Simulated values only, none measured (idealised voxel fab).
Process module heading - voxel ribs on slabs
Section shown: cut. Width: 210 nm. Cell size: 5 nm, square.
For the purposes of this document, a cross-section shall be understood as a grid of square cells, specified as bands listed in top-to-bottom order, each band consisting of one or more rows of cells.
It is stipulated that each band's entry specify, in nanometres, the height of the top of the band and then that of its bottom, followed by the materials of the band in left-to-right sequence, each together with its width in nanometres. A single material marked by the word "throughout" is understood to fill the band from edge to edge; the word "air" is understood to denote empty space.
Heights are reckoned from 0. Under this level, the received wafer is all of one material. The bottommost band is open-ended downward, for example "0 and below".
The two numbers in a width such as "30->40" mark its ends across the band: the first belongs to the top row of cells, the second to the bottom row, and from each row to the next the width moves by the same amount.
What does "everything unchanged" mean for a step? It means no cell of the cross-section changed in that step.
Look at "Internal closed voids" for the closed voids: empty spaces with no open path to the top, sized 8 cells or up. Each is width x height at distance, distance from the left edge, all nm.
after a step's settings: what the simulator itself notes on the step
If you see "overlay nm" on a step's line and that step has a mask, it's telling you how far right of where it was planned the mask ended up; a negative number means it went left instead.

Listed below are the process steps as planned:
| 1 | RECEIVE (material Si) |
| 2 | DIRECTIONAL_DEP (material SiO2; thk nm 20) |
| 3 | DIRECTIONAL_DEP (material SiN; thk nm 20) |
| 4 | PATTERN (tone cover; mask id RIB; material resist; width nm 30; thk nm 20; overlay nm 0) |
| 5 | DIRECTIONAL_ETCH (etch materials SiN; depth nm 15) |
| 6 | STRIP (etch materials resist) |
| 7 | PATTERN (tone cover; mask id SLAB; material resist; width nm 90; thk nm 20; overlay nm 0) |
| 8 | DIRECTIONAL_ETCH (etch materials SiN; depth nm 5) |
| 9 | STRIP (etch materials resist) |
| 10 | FILL_DEP (material SiO2; thk nm 15) |
| 11 | CMP (height nm 50) |
| 12 | DIRECTIONAL_DEP (material W; thk nm 5) |
| 13 | PATTERN (tone cover; mask id HEATER; material resist; width nm 40; thk nm 20; overlay nm 0) |
| 14 | DIRECTIONAL_ETCH (etch materials W; depth nm 5) |
| 15 | STRIP (etch materials resist) |
| 16 | CONFORMAL_DEP (material SiN; thk nm 5) |

Delivered wafer in cross-section: state after step 1:
0 and below | Si throughout
Internal closed voids: none

Module complete, cross-section. Starting point and plan per above. One mistake made in running the module:
60 down to 55 | 80 nm air | 50 nm SiN | 80 nm air
55 down to 50 | 85 nm SiN | 40 nm W | 85 nm SiN
50 down to 20 | SiO2 throughout
20 down to 0 | SiN throughout
0 and below | Si throughout
Internal closed voids: none
Diagnosis: plan vs actual: 2 and 3 interchanged
